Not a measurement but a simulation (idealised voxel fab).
Proc. module: voxel wiring stack
Section shown: cut. Width: 250 nm. Cell size: 5 nm, square.
Reading order for cross-sections: top band down to bottom band. Underlying form: a grid of square cells. Band size: one or more rows of cells.
Band entry format. Leading values: height of top, height of bottom, nm. Remainder: materials in left-to-right order, each with its width in nm. Special words: "everywhere" on a single material, which then fills the band edge to edge; "air", empty space.
The level at which height equals 0 is the one under which the wafer, as it arrives, is entirely one material. No lower edge exists for the bottom band, which continues downward and is notated as in "0 nm and below".
You'd read "30 to 40" like this: the band's top row of cells is as wide as the first number, its bottom row is as wide as the second, and going down, every row changes width by the same amount as the row before did.
Basically "no change occurred" means that step didn't change any cell in the cross-section.
The list in "Enclosed void inventory" covers empty spaces of 8 cells or more that cannot reach the top through any open way, and it gives each as width x height at distance; the distance is from the left edge, and width, height and distance are in nm.
Heads up: the bit after the settings on a step's line is the simulator's remark on that step.
You can add "overlay nm" to a step's line. For a step with a mask, it describes how far the mask lay to the right of its planned position, and a negative number describes a lay to the left.
From here on the document is pairs. In a pair, the cross-section before one process step comes with the cross-section after it, and the latter goes no deeper than the lowest band that changed. What lies in between, the step and its settings, is written under the pair. A pair may be from a different run of this module on the same starting wafer than the pair above it, so it continues from that pair only where its entry headed "Pre-step geometry" says so.

Pre-step geometry
- 0 nm and below | Si everywhere
- Enclosed void inventory: none

Post-Step Geometry
- 10 nm to 0 nm | SiO2 everywhere
- At heights below 0, the structure remains unaltered.
- Enclosed void inventory: none
The transition between the preceding cross-sections is accomplished by CONFORMAL_DEP (material SiO2; thk nm 10)

Pre-step geometry: This step starts from the configuration shown after the step in the pair immediately above.

Post-Step Geometry
- 15 nm to 10 nm | SiN everywhere
- At heights below 10, the structure remains unaltered.
- Enclosed void inventory: none
The transition between the preceding cross-sections is accomplished by CONFORMAL_DEP (material SiN; thk nm 5)

Pre-step geometry: This step starts from the configuration shown after the step in the pair immediately above.

Post-Step Geometry
- 30 nm to 15 nm | SiO2 everywhere
- At heights below 15, the structure remains unaltered.
- Enclosed void inventory: none
The transition between the preceding cross-sections is accomplished by DIRECTIONAL_DEP (material SiO2; thk nm 15)

Pre-step geometry: This step starts from the configuration shown after the step in the pair immediately above.

Post-Step Geometry
- 30 nm to 15 nm | SiO2: 85 / air: 25 / SiO2: 25 / air: 25 / SiO2: 90
- At heights below 15, the structure remains unaltered.
- Enclosed void inventory: none
The transition between the preceding cross-sections is accomplished by MASKED_ETCH (tone open; mask id METAL_1; width nm 25; pitch nm 50; etch materials SiO2; depth nm 15; overlay nm 0)

Pre-step geometry: This step starts from the configuration shown after the step in the pair immediately above.

Post-Step Geometry
- 30 nm to 15 nm | SiO2: 85 / air: 25 / SiO2: 25 / air: 25 / SiO2: 90
- 15 nm to 10 nm | SiN: 85 / air: 25 / SiN: 25 / air: 25 / SiN: 90
- At heights below 10, the structure remains unaltered.
- Enclosed void inventory: none
The transition between the preceding cross-sections is accomplished by MASKED_ETCH (tone open; mask id METAL_1; width nm 25; pitch nm 50; etch materials SiN; depth nm 5; overlay nm 0)

Pre-step geometry: This step starts from the configuration shown after the step in the pair immediately above.

Post-Step Geometry
- 35 nm to 30 nm | TiN: 90 / air: 15 / TiN: 35 / air: 15 / TiN: 95
- 30 nm to 15 nm | SiO2: 85 / TiN: 5 / air: 15 / TiN: 5 / SiO2: 25 / TiN: 5 / air: 15 / TiN: 5 / SiO2: 90
- 15 nm to 10 nm | SiN: 85 / TiN: 25 / SiN: 25 / TiN: 25 / SiN: 90
- At heights below 10, the structure remains unaltered.
- Enclosed void inventory: none
The transition between the preceding cross-sections is accomplished by CONFORMAL_DEP (material TiN; thk nm 5)

Pre-step geometry: This step starts from the configuration shown after the step in the pair immediately above.

Post-Step Geometry
- 45 nm to 35 nm | Cu everywhere
- 35 nm to 30 nm | TiN: 90 / Cu: 15 / TiN: 35 / Cu: 15 / TiN: 95
- 30 nm to 15 nm | SiO2: 85 / TiN: 5 / Cu: 15 / TiN: 5 / SiO2: 25 / TiN: 5 / Cu: 15 / TiN: 5 / SiO2: 90
- At heights below 15, the structure remains unaltered.
- Enclosed void inventory: none
The transition between the preceding cross-sections is accomplished by FILL_DEP (material Cu; thk nm 10)

Pre-step geometry: This step starts from the configuration shown after the step in the pair immediately above.

Post-Step Geometry
- 30 nm to 15 nm | SiO2: 85 / TiN: 5 / Cu: 15 / TiN: 5 / SiO2: 25 / TiN: 5 / Cu: 15 / TiN: 5 / SiO2: 90
- At heights below 15, the structure remains unaltered.
- Enclosed void inventory: none
The transition between the preceding cross-sections is accomplished by CMP (height nm 30)

Pre-step geometry: This step starts from the configuration shown after the step in the pair immediately above.

Post-Step Geometry
- 35 nm to 30 nm | air: 80 / Ru: 35 / air: 15 / Ru: 35 / air: 85
- At heights below 30, the structure remains unaltered.
- Enclosed void inventory: none
The transition between the preceding cross-sections is accomplished by EPI (material Ru; thk nm 5)

Pre-step geometry: This step starts from the configuration shown after the step in the pair immediately above.

Post-Step Geometry
- 40 nm to 35 nm | SiCN everywhere
- 35 nm to 30 nm | SiCN: 80 / Ru: 35 / SiCN: 15 / Ru: 35 / SiCN: 85
- At heights below 30, the structure remains unaltered.
- Enclosed void inventory: none
The transition between the preceding cross-sections is accomplished by FILL_DEP (material SiCN; thk nm 5)

Pre-step geometry: This step starts from the configuration shown after the step in the pair immediately above.

Post-Step Geometry
- 55 nm to 40 nm | lowk everywhere
- At heights below 40, the structure remains unaltered.
- Enclosed void inventory: none
The transition between the preceding cross-sections is accomplished by DIRECTIONAL_DEP (material lowk; thk nm 15)

Pre-step geometry: This step starts from the configuration shown after the step in the pair immediately above.

Post-Step Geometry
- 55 nm to 40 nm | lowk: 85 / air: 15 / lowk: 35 / air: 15 / lowk: 100
- At heights below 40, the structure remains unaltered.
- Enclosed void inventory: none
The transition between the preceding cross-sections is accomplished by MASKED_ETCH (tone open; mask id PLUG_1; width nm 15; pitch nm 50; etch materials lowk; depth nm 15; overlay nm 0)

Pre-step geometry: This step starts from the configuration shown after the step in the pair immediately above.

Post-Step Geometry
- 55 nm to 40 nm | lowk: 85 / air: 15 / lowk: 35 / air: 15 / lowk: 100
- 40 nm to 35 nm | SiCN: 85 / air: 15 / SiCN: 35 / air: 15 / SiCN: 100
- At heights below 35, the structure remains unaltered.
- Enclosed void inventory: none
The transition between the preceding cross-sections is accomplished by MASKED_ETCH (tone open; mask id PLUG_1; width nm 15; pitch nm 50; etch materials SiCN; depth nm 5; overlay nm 0)

Pre-step geometry: This step starts from the configuration shown after the step in the pair immediately above.

Post-Step Geometry
- 55 nm to 45 nm | lowk: 85 / air: 15 / lowk: 35 / air: 15 / lowk: 100
- 45 nm to 40 nm | lowk: 85 / Ru: 15 / lowk: 35 / Ru: 15 / lowk: 100
- 40 nm to 30 nm | SiCN: 85 to 80 / Ru: 15 to 35 / SiCN: 35 to 15 / Ru: 15 to 35 / SiCN: 100 to 85
- At heights below 30, the structure remains unaltered.
- Enclosed void inventory: none
The transition between the preceding cross-sections is accomplished by EPI (material Ru; thk nm 10)

Pre-step geometry: This step starts from the configuration shown after the step in the pair immediately above.

Post-Step Geometry
- 55 nm to 40 nm | lowk: 85 / Ru: 15 / lowk: 35 / Ru: 15 / lowk: 100
- At heights below 40, the structure remains unaltered.
- Enclosed void inventory: none
The transition between the preceding cross-sections is accomplished by EPI (material Ru; thk nm 10)

Pre-step geometry: This step starts from the configuration shown after the step in the pair immediately above.

Post-Step Geometry
- 60 nm to 55 nm | SiN everywhere
- At heights below 55, the structure remains unaltered.
- Enclosed void inventory: none
The transition between the preceding cross-sections is accomplished by CONFORMAL_DEP (material SiN; thk nm 5)

Pre-step geometry: This step starts from the configuration shown after the step in the pair immediately above.

Post-Step Geometry
- 85 nm to 60 nm | SiO2 everywhere
- At heights below 60, the structure remains unaltered.
- Enclosed void inventory: none
The transition between the preceding cross-sections is accomplished by DIRECTIONAL_DEP (material SiO2; thk nm 25)

Pre-step geometry: This step starts from the configuration shown after the step in the pair immediately above.

Post-Step Geometry
- 105 nm to 85 nm | resist: 85 / air: 25 / resist: 25 / air: 25 / resist: 90
- At heights below 85, the structure remains unaltered.
- Enclosed void inventory: none
The transition between the preceding cross-sections is accomplished by PATTERN (tone open; mask id METAL_2; material resist; width nm 25; pitch nm 50; thk nm 20; overlay nm 0)

Pre-step geometry: This step starts from the configuration shown after the step in the pair immediately above.

Post-Step Geometry
- 105 nm to 85 nm | resist: 85 / air: 25 / resist: 25 / air: 25 / resist: 90
- 85 nm to 60 nm | SiO2: 85 / air: 25 / SiO2: 25 / air: 25 / SiO2: 90
- At heights below 60, the structure remains unaltered.
- Enclosed void inventory: none
The transition between the preceding cross-sections is accomplished by DIRECTIONAL_ETCH (etch materials SiO2; depth nm 25)

Pre-step geometry: This step starts from the configuration shown after the step in the pair immediately above.

Post-Step Geometry
- 105 nm to 85 nm | resist: 85 / air: 25 / resist: 25 / air: 25 / resist: 90
- 85 nm to 60 nm | SiO2: 85 / air: 25 / SiO2: 25 / air: 25 / SiO2: 90
- 60 nm to 55 nm | SiN: 85 / air: 25 / SiN: 25 / air: 25 / SiN: 90
- At heights below 55, the structure remains unaltered.
- Enclosed void inventory: none
The transition between the preceding cross-sections is accomplished by DIRECTIONAL_ETCH (etch materials SiN; depth nm 5)

Pre-step geometry: This step starts from the configuration shown after the step in the pair immediately above.

Post-Step Geometry
- 85 nm to 60 nm | SiO2: 85 / air: 25 / SiO2: 25 / air: 25 / SiO2: 90
- At heights below 60, the structure remains unaltered.
- Enclosed void inventory: none
The transition between the preceding cross-sections is accomplished by STRIP (etch materials resist)

Pre-step geometry: This step starts from the configuration shown after the step in the pair immediately above.

Post-Step Geometry
- 90 nm to 85 nm | TiN: 90 / air: 15 / TiN: 35 / air: 15 / TiN: 95
- 85 nm to 60 nm | SiO2: 85 / TiN: 5 / air: 15 / TiN: 5 / SiO2: 25 / TiN: 5 / air: 15 / TiN: 5 / SiO2: 90
- 60 nm to 55 nm | SiN: 85 / TiN: 25 / SiN: 25 / TiN: 25 / SiN: 90
- At heights below 55, the structure remains unaltered.
- Enclosed void inventory: none
The transition between the preceding cross-sections is accomplished by CONFORMAL_DEP (material TiN; thk nm 5)

Pre-step geometry: This step starts from the configuration shown after the step in the pair immediately above.

Post-Step Geometry
- 95 nm to 90 nm | Cu everywhere
- 90 nm to 85 nm | TiN: 90 / Cu: 15 / TiN: 35 / Cu: 15 / TiN: 95
- 85 nm to 60 nm | SiO2: 85 / TiN: 5 / Cu: 15 / TiN: 5 / SiO2: 25 / TiN: 5 / Cu: 15 / TiN: 5 / SiO2: 90
- At heights below 60, the structure remains unaltered.
- Enclosed void inventory: none
The transition between the preceding cross-sections is accomplished by FILL_DEP (material Cu; thk nm 5)

Pre-step geometry: This step starts from the configuration shown after the step in the pair immediately above.

Post-Step Geometry
- 85 nm to 60 nm | SiO2: 85 / TiN: 5 / Cu: 15 / TiN: 5 / SiO2: 25 / TiN: 5 / Cu: 15 / TiN: 5 / SiO2: 90
- At heights below 60, the structure remains unaltered.
- Enclosed void inventory: none
The transition between the preceding cross-sections is accomplished by CMP (height nm 85)

Pre-step geometry: This step starts from the configuration shown after the step in the pair immediately above.

Post-Step Geometry
- 90 nm to 85 nm | SiN everywhere
- At heights below 85, the structure remains unaltered.
- Enclosed void inventory: none
The transition between the preceding cross-sections is accomplished by CONFORMAL_DEP (material SiN; thk nm 5)

Pre-step geometry
- 35 nm to 30 nm | air: 80 / Ru: 35 / air: 15 / Ru: 35 / air: 85
- 30 nm to 15 nm | SiO2: 85 / TiN: 5 / Cu: 15 / TiN: 5 / SiO2: 25 / TiN: 5 / Cu: 15 / TiN: 5 / SiO2: 90
- 15 nm to 10 nm | SiN: 85 / TiN: 25 / SiN: 25 / TiN: 25 / SiN: 90
- 10 nm to 0 nm | SiO2 everywhere
- 0 nm and below | Si everywhere
- Enclosed void inventory: none

Post-Step Geometry
- 50 nm to 45 nm | air: 80 / lowk: 35 / air: 15 / lowk: 35 / air: 85
- 45 nm to 35 nm | lowk everywhere
- 35 nm to 30 nm | lowk: 80 / Ru: 35 / lowk: 15 / Ru: 35 / lowk: 85
- At heights below 30, the structure remains unaltered.
- Enclosed void inventory: none
The transition between the preceding cross-sections is accomplished by DIRECTIONAL_DEP (material lowk; thk nm 15)

Pre-step geometry: This step starts from the configuration shown after the step in the pair immediately above.

Post-Step Geometry
- 50 nm to 45 nm | air: 80 / lowk: 5 / air: 15 / lowk: 15 / air: 15 / lowk: 5 / air: 15 / lowk: 15 / air: 85
- 45 nm to 35 nm | lowk: 85 / air: 15 / lowk: 35 / air: 15 / lowk: 100
- At heights below 35, the structure remains unaltered.
- Enclosed void inventory: none
The transition between the preceding cross-sections is accomplished by MASKED_ETCH (tone open; mask id PLUG_1; width nm 15; pitch nm 50; etch materials lowk; depth nm 15; overlay nm 0)

Pre-step geometry: This step starts from the configuration shown after the step in the pair immediately above.

Post-Step Geometry
- 50 nm to 45 nm | air: 80 / lowk: 5 / air: 15 / lowk: 15 / air: 15 / lowk: 5 / air: 15 / lowk: 15 / air: 85
- 45 nm to 35 nm | lowk: 85 / Ru: 15 / lowk: 35 / Ru: 15 / lowk: 100
- At heights below 35, the structure remains unaltered.
- Enclosed void inventory: none
The transition between the preceding cross-sections is accomplished by EPI (material Ru; thk nm 10)

Pre-step geometry: This step starts from the configuration shown after the step in the pair immediately above.

Post-Step Geometry
- 55 nm to 50 nm | air: 80 / Ru: 25 / air: 25 / Ru: 25 / air: 95
- 50 nm to 45 nm | air: 80 / lowk: 5 / Ru: 15 / lowk: 15 / air: 15 / lowk: 5 / Ru: 15 / lowk: 15 / air: 85
- At heights below 45, the structure remains unaltered.
- Enclosed void inventory: none
The transition between the preceding cross-sections is accomplished by EPI (material Ru; thk nm 10)

Pre-step geometry: This step starts from the configuration shown after the step in the pair immediately above.

Post-Step Geometry
- 60 nm to 55 nm | air: 75 / SiN: 35 / air: 15 / SiN: 35 / air: 90
- 55 nm to 50 nm | air: 75 / SiN: 5 / Ru: 25 / SiN: 15 / air: 5 / SiN: 5 / Ru: 25 / SiN: 15 / air: 80
- 50 nm to 45 nm | SiN: 80 / lowk: 5 / Ru: 15 / lowk: 15 / SiN: 15 / lowk: 5 / Ru: 15 / lowk: 15 / SiN: 85
- At heights below 45, the structure remains unaltered.
- Enclosed void inventory: none
The transition between the preceding cross-sections is accomplished by CONFORMAL_DEP (material SiN; thk nm 5)

Pre-step geometry: This step starts from the configuration shown after the step in the pair immediately above.

Post-Step Geometry
- 85 nm to 75 nm | air: 75 / SiO2: 35 to 45 / air: 15 to 5 / SiO2: 35 to 45 / air: 90 to 80
- 75 nm to 60 nm | SiO2 everywhere
- 60 nm to 55 nm | SiO2: 75 / SiN: 35 / SiO2: 15 / SiN: 35 / SiO2: 90
- 55 nm to 50 nm | SiO2: 75 / SiN: 5 / Ru: 25 / SiN: 15 / SiO2: 5 / SiN: 5 / Ru: 25 / SiN: 15 / SiO2: 80
- At heights below 50, the structure remains unaltered.
- Enclosed void inventory: none
The transition between the preceding cross-sections is accomplished by DIRECTIONAL_DEP (material SiO2; thk nm 25)

Pre-step geometry: This step starts from the configuration shown after the step in the pair immediately above.

Post-Step Geometry
- 105 nm to 85 nm | resist: 85 / air: 25 / resist: 25 / air: 25 / resist: 90
- 85 nm to 75 nm | resist: 75 / SiO2: 35 to 45 / resist: 15 to 5 / SiO2: 35 to 45 / resist: 90 to 80
- At heights below 75, the structure remains unaltered.
- Enclosed void inventory: none
The transition between the preceding cross-sections is accomplished by PATTERN (tone open; mask id METAL_2; material resist; width nm 25; pitch nm 50; thk nm 20; overlay nm 0)

Pre-step geometry: This step starts from the configuration shown after the step in the pair immediately above.

Post-Step Geometry
- 105 nm to 85 nm | resist: 85 / air: 25 / resist: 25 / air: 25 / resist: 90
- 85 nm to 80 nm | resist: 75 / SiO2: 10 / air: 25 / resist: 15 / SiO2: 10 / air: 25 / resist: 90
- 80 nm to 75 nm | resist: 75 / SiO2: 10 / air: 25 / SiO2: 10 / resist: 5 / SiO2: 10 / air: 25 / SiO2: 10 / resist: 80
- 75 nm to 60 nm | SiO2: 85 / air: 25 / SiO2: 25 / air: 25 / SiO2: 90
- At heights below 60, the structure remains unaltered.
- Enclosed void inventory: none
The transition between the preceding cross-sections is accomplished by DIRECTIONAL_ETCH (etch materials SiO2; depth nm 25)

Pre-step geometry: This step starts from the configuration shown after the step in the pair immediately above.

Post-Step Geometry
- 105 nm to 85 nm | resist: 85 / air: 25 / resist: 25 / air: 25 / resist: 90
- 85 nm to 80 nm | resist: 75 / SiO2: 10 / air: 25 / resist: 15 / SiO2: 10 / air: 25 / resist: 90
- 80 nm to 75 nm | resist: 75 / SiO2: 10 / air: 25 / SiO2: 10 / resist: 5 / SiO2: 10 / air: 25 / SiO2: 10 / resist: 80
- 75 nm to 60 nm | SiO2: 85 / air: 25 / SiO2: 25 / air: 25 / SiO2: 90
- 60 nm to 55 nm | SiO2: 75 / SiN: 10 / air: 25 / SiO2: 15 / SiN: 10 / air: 25 / SiO2: 90
- At heights below 55, the structure remains unaltered.
- Enclosed void inventory: none
The transition between the preceding cross-sections is accomplished by DIRECTIONAL_ETCH (etch materials SiN; depth nm 5)

Pre-step geometry: This step starts from the configuration shown after the step in the pair immediately above.

Post-Step Geometry
- 85 nm to 80 nm | air: 75 / SiO2: 10 / air: 40 / SiO2: 10 / air: 115
- 80 nm to 75 nm | air: 75 / SiO2: 10 / air: 25 / SiO2: 10 / air: 5 / SiO2: 10 / air: 25 / SiO2: 10 / air: 80
- At heights below 75, the structure remains unaltered.
- Enclosed void inventory: none
The transition between the preceding cross-sections is accomplished by STRIP (etch materials resist)

Pre-step geometry: This step starts from the configuration shown after the step in the pair immediately above.

Post-Step Geometry
- 90 nm to 85 nm | air: 70 / TiN: 20 / air: 30 / TiN: 20 / air: 110
- 85 nm to 80 nm | air: 70 / TiN: 5 / SiO2: 10 / TiN: 5 / air: 15 / TiN: 20 / SiO2: 10 / TiN: 5 / air: 15 / TiN: 20 / air: 75
- 80 nm to 75 nm | TiN: 75 / SiO2: 10 / TiN: 5 / air: 15 / TiN: 5 / SiO2: 10 / TiN: 5 / SiO2: 10 / TiN: 5 / air: 15 / TiN: 5 / SiO2: 10 / TiN: 80
- 75 nm to 60 nm | SiO2: 85 / TiN: 5 / air: 15 / TiN: 5 / SiO2: 25 / TiN: 5 / air: 15 / TiN: 5 / SiO2: 90
- 60 nm to 55 nm | SiO2: 75 / SiN: 10 / TiN: 25 / SiO2: 15 / SiN: 10 / TiN: 25 / SiO2: 90
- At heights below 55, the structure remains unaltered.
- Enclosed void inventory: none
The transition between the preceding cross-sections is accomplished by CONFORMAL_DEP (material TiN; thk nm 5)

Pre-step geometry: This step starts from the configuration shown after the step in the pair immediately above.

Post-Step Geometry
- 95 nm to 90 nm | Cu everywhere
- 90 nm to 85 nm | Cu: 70 / TiN: 20 / Cu: 30 / TiN: 20 / Cu: 110
- 85 nm to 80 nm | Cu: 70 / TiN: 5 / SiO2: 10 / TiN: 5 / Cu: 15 / TiN: 20 / SiO2: 10 / TiN: 5 / Cu: 15 / TiN: 20 / Cu: 75
- 80 nm to 75 nm | TiN: 75 / SiO2: 10 / TiN: 5 / Cu: 15 / TiN: 5 / SiO2: 10 / TiN: 5 / SiO2: 10 / TiN: 5 / Cu: 15 / TiN: 5 / SiO2: 10 / TiN: 80
- 75 nm to 60 nm | SiO2: 85 / TiN: 5 / Cu: 15 / TiN: 5 / SiO2: 25 / TiN: 5 / Cu: 15 / TiN: 5 / SiO2: 90
- At heights below 60, the structure remains unaltered.
- Enclosed void inventory: none
The transition between the preceding cross-sections is accomplished by FILL_DEP (material Cu; thk nm 5)

Pre-step geometry: This step starts from the configuration shown after the step in the pair immediately above.

Post-Step Geometry
- 85 nm to 80 nm | Cu: 70 / TiN: 5 / SiO2: 10 / TiN: 5 / Cu: 15 / TiN: 20 / SiO2: 10 / TiN: 5 / Cu: 15 / TiN: 20 / Cu: 75
- At heights below 80, the structure remains unaltered.
- Enclosed void inventory: none
The transition between the preceding cross-sections is accomplished by CMP (height nm 85)

Pre-step geometry: This step starts from the configuration shown after the step in the pair immediately above.

Post-Step Geometry
- 90 nm to 85 nm | SiN everywhere
- At heights below 85, the structure remains unaltered.
- Enclosed void inventory: none
The transition between the preceding cross-sections is accomplished by CONFORMAL_DEP (material SiN; thk nm 5)

Pre-step geometry
- 55 nm to 40 nm | lowk: 85 / Ru: 15 / lowk: 35 / Ru: 15 / lowk: 100
- 40 nm to 30 nm | SiCN: 85 to 80 / Ru: 15 to 35 / SiCN: 35 to 15 / Ru: 15 to 35 / SiCN: 100 to 85
- 30 nm to 15 nm | SiO2: 85 / TiN: 5 / Cu: 15 / TiN: 5 / SiO2: 25 / TiN: 5 / Cu: 15 / TiN: 5 / SiO2: 90
- 15 nm to 10 nm | SiN: 85 / TiN: 25 / SiN: 25 / TiN: 25 / SiN: 90
- 10 nm to 0 nm | SiO2 everywhere
- 0 nm and below | Si everywhere
- Enclosed void inventory: none

Post-Step Geometry
- 65 nm to 55 nm | air: 75 / Ru: 35 / air: 15 / Ru: 35 / air: 90
- At heights below 55, the structure remains unaltered.
- Enclosed void inventory: none
The transition between the preceding cross-sections is accomplished by EPI (material Ru; thk nm 10)

Pre-step geometry: This step starts from the configuration shown after the step in the pair immediately above.

Post-Step Geometry
- 70 nm to 65 nm | air: 70 / SiN: 45 / air: 5 / SiN: 45 / air: 85
- 65 nm to 60 nm | air: 70 / SiN: 5 / Ru: 35 / SiN: 5 / air: 5 / SiN: 5 / Ru: 35 / SiN: 5 / air: 85
- 60 nm to 55 nm | SiN: 75 / Ru: 35 / SiN: 15 / Ru: 35 / SiN: 90
- At heights below 55, the structure remains unaltered.
- Enclosed void inventory: none
The transition between the preceding cross-sections is accomplished by CONFORMAL_DEP (material SiN; thk nm 5)

Pre-step geometry: This step starts from the configuration shown after the step in the pair immediately above.

Post-Step Geometry
- 95 nm to 85 nm | air: 70 / SiO2: 45 / air: 5 / SiO2: 45 / air: 85
- 85 nm to 70 nm | SiO2 everywhere
- 70 nm to 65 nm | SiO2: 70 / SiN: 45 / SiO2: 5 / SiN: 45 / SiO2: 85
- 65 nm to 60 nm | SiO2: 70 / SiN: 5 / Ru: 35 / SiN: 5 / SiO2: 5 / SiN: 5 / Ru: 35 / SiN: 5 / SiO2: 85
- At heights below 60, the structure remains unaltered.
- Enclosed void inventory: none
The transition between the preceding cross-sections is accomplished by DIRECTIONAL_DEP (material SiO2; thk nm 25)

Pre-step geometry: This step starts from the configuration shown after the step in the pair immediately above.

Post-Step Geometry
- 115 nm to 95 nm | resist: 85 / air: 25 / resist: 25 / air: 25 / resist: 90
- 95 nm to 85 nm | resist: 70 / SiO2: 45 / resist: 5 / SiO2: 45 / resist: 85
- At heights below 85, the structure remains unaltered.
- Enclosed void inventory: none
The transition between the preceding cross-sections is accomplished by PATTERN (tone open; mask id METAL_2; material resist; width nm 25; pitch nm 50; thk nm 20; overlay nm 0)

Pre-step geometry: This step starts from the configuration shown after the step in the pair immediately above.

Post-Step Geometry
- 115 nm to 95 nm | resist: 85 / air: 25 / resist: 25 / air: 25 / resist: 90
- 95 nm to 85 nm | resist: 70 / SiO2: 15 / air: 25 / SiO2: 5 / resist: 5 / SiO2: 15 / air: 25 / SiO2: 5 / resist: 85
- 85 nm to 70 nm | SiO2: 85 / air: 25 / SiO2: 25 / air: 25 / SiO2: 90
- At heights below 70, the structure remains unaltered.
- Enclosed void inventory: none
The transition between the preceding cross-sections is accomplished by DIRECTIONAL_ETCH (etch materials SiO2; depth nm 25)

Pre-step geometry: This step starts from the configuration shown after the step in the pair immediately above.

Post-Step Geometry
- 115 nm to 95 nm | resist: 85 / air: 25 / resist: 25 / air: 25 / resist: 90
- 95 nm to 85 nm | resist: 70 / SiO2: 15 / air: 25 / SiO2: 5 / resist: 5 / SiO2: 15 / air: 25 / SiO2: 5 / resist: 85
- 85 nm to 70 nm | SiO2: 85 / air: 25 / SiO2: 25 / air: 25 / SiO2: 90
- 70 nm to 65 nm | SiO2: 70 / SiN: 15 / air: 25 / SiN: 5 / SiO2: 5 / SiN: 15 / air: 25 / SiN: 5 / SiO2: 85
- At heights below 65, the structure remains unaltered.
- Enclosed void inventory: none
The transition between the preceding cross-sections is accomplished by DIRECTIONAL_ETCH (etch materials SiN; depth nm 5)

Pre-step geometry: This step starts from the configuration shown after the step in the pair immediately above.

Post-Step Geometry
- 95 nm to 85 nm | air: 70 / SiO2: 15 / air: 25 / SiO2: 5 / air: 5 / SiO2: 15 / air: 25 / SiO2: 5 / air: 85
- At heights below 85, the structure remains unaltered.
- Enclosed void inventory: none
The transition between the preceding cross-sections is accomplished by STRIP (etch materials resist)

Pre-step geometry: This step starts from the configuration shown after the step in the pair immediately above.

Post-Step Geometry
- 100 nm to 95 nm | air: 65 / TiN: 25 / air: 15 / TiN: 35 / air: 15 / TiN: 15 / air: 80
- 95 nm to 90 nm | air: 65 / TiN: 5 / SiO2: 15 / TiN: 5 / air: 15 / TiN: 5 / SiO2: 5 / TiN: 5 / SiO2: 15 / TiN: 5 / air: 15 / TiN: 5 / SiO2: 5 / TiN: 5 / air: 80
- 90 nm to 85 nm | TiN: 70 / SiO2: 15 / TiN: 5 / air: 15 / TiN: 5 / SiO2: 5 / TiN: 5 / SiO2: 15 / TiN: 5 / air: 15 / TiN: 5 / SiO2: 5 / TiN: 85
- 85 nm to 70 nm | SiO2: 85 / TiN: 5 / air: 15 / TiN: 5 / SiO2: 25 / TiN: 5 / air: 15 / TiN: 5 / SiO2: 90
- 70 nm to 65 nm | SiO2: 70 / SiN: 15 / TiN: 25 / SiN: 5 / SiO2: 5 / SiN: 15 / TiN: 25 / SiN: 5 / SiO2: 85
- At heights below 65, the structure remains unaltered.
- Enclosed void inventory: none
The transition between the preceding cross-sections is accomplished by CONFORMAL_DEP (material TiN; thk nm 5)

Pre-step geometry: This step starts from the configuration shown after the step in the pair immediately above.

Post-Step Geometry
- 105 nm to 100 nm | Cu everywhere
- 100 nm to 95 nm | Cu: 65 / TiN: 25 / Cu: 15 / TiN: 35 / Cu: 15 / TiN: 15 / Cu: 80
- 95 nm to 90 nm | Cu: 65 / TiN: 5 / SiO2: 15 / TiN: 5 / Cu: 15 / TiN: 5 / SiO2: 5 / TiN: 5 / SiO2: 15 / TiN: 5 / Cu: 15 / TiN: 5 / SiO2: 5 / TiN: 5 / Cu: 80
- 90 nm to 85 nm | TiN: 70 / SiO2: 15 / TiN: 5 / Cu: 15 / TiN: 5 / SiO2: 5 / TiN: 5 / SiO2: 15 / TiN: 5 / Cu: 15 / TiN: 5 / SiO2: 5 / TiN: 85
- 85 nm to 70 nm | SiO2: 85 / TiN: 5 / Cu: 15 / TiN: 5 / SiO2: 25 / TiN: 5 / Cu: 15 / TiN: 5 / SiO2: 90
- At heights below 70, the structure remains unaltered.
- Enclosed void inventory: none
The transition between the preceding cross-sections is accomplished by FILL_DEP (material Cu; thk nm 5)

Pre-step geometry: This step starts from the configuration shown after the step in the pair immediately above.

Post-Step Geometry
- 85 nm to 70 nm | SiO2: 85 / TiN: 5 / Cu: 15 / TiN: 5 / SiO2: 25 / TiN: 5 / Cu: 15 / TiN: 5 / SiO2: 90
- At heights below 70, the structure remains unaltered.
- Enclosed void inventory: none
The transition between the preceding cross-sections is accomplished by CMP (height nm 85)

Pre-step geometry: This step starts from the configuration shown after the step in the pair immediately above.

Post-Step Geometry
- 90 nm to 85 nm | SiN everywhere
- At heights below 85, the structure remains unaltered.
- Enclosed void inventory: none
The transition between the preceding cross-sections is accomplished by CONFORMAL_DEP (material SiN; thk nm 5)

Pre-step geometry
- 0 nm and below | Si everywhere
- Enclosed void inventory: none

Post-Step Geometry
- 5 nm to 0 nm | SiN everywhere
- At heights below 0, the structure remains unaltered.
- Enclosed void inventory: none
The transition between the preceding cross-sections is accomplished by CONFORMAL_DEP (material SiN; thk nm 5)

Pre-step geometry: This step starts from the configuration shown after the step in the pair immediately above.

Post-Step Geometry
- 15 nm to 5 nm | SiO2 everywhere
- At heights below 5, the structure remains unaltered.
- Enclosed void inventory: none
The transition between the preceding cross-sections is accomplished by CONFORMAL_DEP (material SiO2; thk nm 10)

Pre-step geometry: This step starts from the configuration shown after the step in the pair immediately above.

Post-Step Geometry
- 30 nm to 5 nm | SiO2 everywhere
- At heights below 5, the structure remains unaltered.
- Enclosed void inventory: none
The transition between the preceding cross-sections is accomplished by DIRECTIONAL_DEP (material SiO2; thk nm 15)

Pre-step geometry: This step starts from the configuration shown after the step in the pair immediately above.

Post-Step Geometry
- 30 nm to 15 nm | SiO2: 85 / air: 25 / SiO2: 25 / air: 25 / SiO2: 90
- At heights below 15, the structure remains unaltered.
- Enclosed void inventory: none
The transition between the preceding cross-sections is accomplished by MASKED_ETCH (tone open; mask id METAL_1; width nm 25; pitch nm 50; etch materials SiO2; depth nm 15; overlay nm 0)

Pre-step geometry: This step starts from the configuration shown after the step in the pair immediately above.

Post-Step Geometry
- 35 nm to 30 nm | TiN: 90 / air: 15 / TiN: 35 / air: 15 / TiN: 95
- 30 nm to 20 nm | SiO2: 85 / TiN: 5 / air: 15 / TiN: 5 / SiO2: 25 / TiN: 5 / air: 15 / TiN: 5 / SiO2: 90
- 20 nm to 15 nm | SiO2: 85 / TiN: 25 / SiO2: 25 / TiN: 25 / SiO2: 90
- At heights below 15, the structure remains unaltered.
- Enclosed void inventory: none
The transition between the preceding cross-sections is accomplished by CONFORMAL_DEP (material TiN; thk nm 5)

Pre-step geometry: This step starts from the configuration shown after the step in the pair immediately above.

Post-Step Geometry
- 45 nm to 35 nm | Cu everywhere
- 35 nm to 30 nm | TiN: 90 / Cu: 15 / TiN: 35 / Cu: 15 / TiN: 95
- 30 nm to 20 nm | SiO2: 85 / TiN: 5 / Cu: 15 / TiN: 5 / SiO2: 25 / TiN: 5 / Cu: 15 / TiN: 5 / SiO2: 90
- At heights below 20, the structure remains unaltered.
- Enclosed void inventory: none
The transition between the preceding cross-sections is accomplished by FILL_DEP (material Cu; thk nm 10)
